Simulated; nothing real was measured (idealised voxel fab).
process module | voxel local oxidation
cross-section cut | 210 nm wide | cells 5 nm
A cross-section is a grid of square cells, given in bands from the top down. A band is one or more rows of cells.
Each band's line starts with the height of the band's top and of its bottom, in nm. Then come its materials from left to right, each with its width in nm. One material with "throughout" fills the band from edge to edge. "air" is empty space.
Height 0 is the level under which the wafer as received is all one material. The lowest band goes on downwards, as in "0 down".
A width such as "30 to 40" changes by the same amount from each row of cells to the next, from the band's top row to its bottom row.
"no change" after a step means that no cell of the cross-section changed.
closed voids: empty space of 8 cells or more with no open way to the top, each as width x height at its distance from the left edge, in nm
after a step's settings: what the simulator itself notes on the step
overlay nm, on a step with a mask: how far to the right of its planned place the mask lay; to the left if negative
plan
1 op RECEIVE | material Si
2 op OXIDIZE | depth nm 5
3 op CONFORMAL_DEP | material SiN | thk nm 10
4 op MASKED_ETCH | tone cover | mask id ACTIVE | width nm 130 | etch materials SiN | depth nm 10 | overlay nm 0
5 op SELECTIVE_ETCH | etch materials SiO2 | depth nm 5
6 op OXIDIZE | depth nm 10
7 op STRIP | etch materials SiN
as received, after step 1
  0 down: Si throughout
  closed voids: none
a wafer at the end: this start, this plan, one mistake
  0 to -5: SiO2 35 | air 140 | SiO2 35
  -5 to -15: Si 25 | SiO2 160 | Si 25
  -15 down: Si throughout
  closed voids: none
what went wrong: step 4 ran as: op MASKED_ETCH | tone open | mask id ACTIVE | width nm 130 | etch materials SiN | depth nm 10 | overlay nm 0
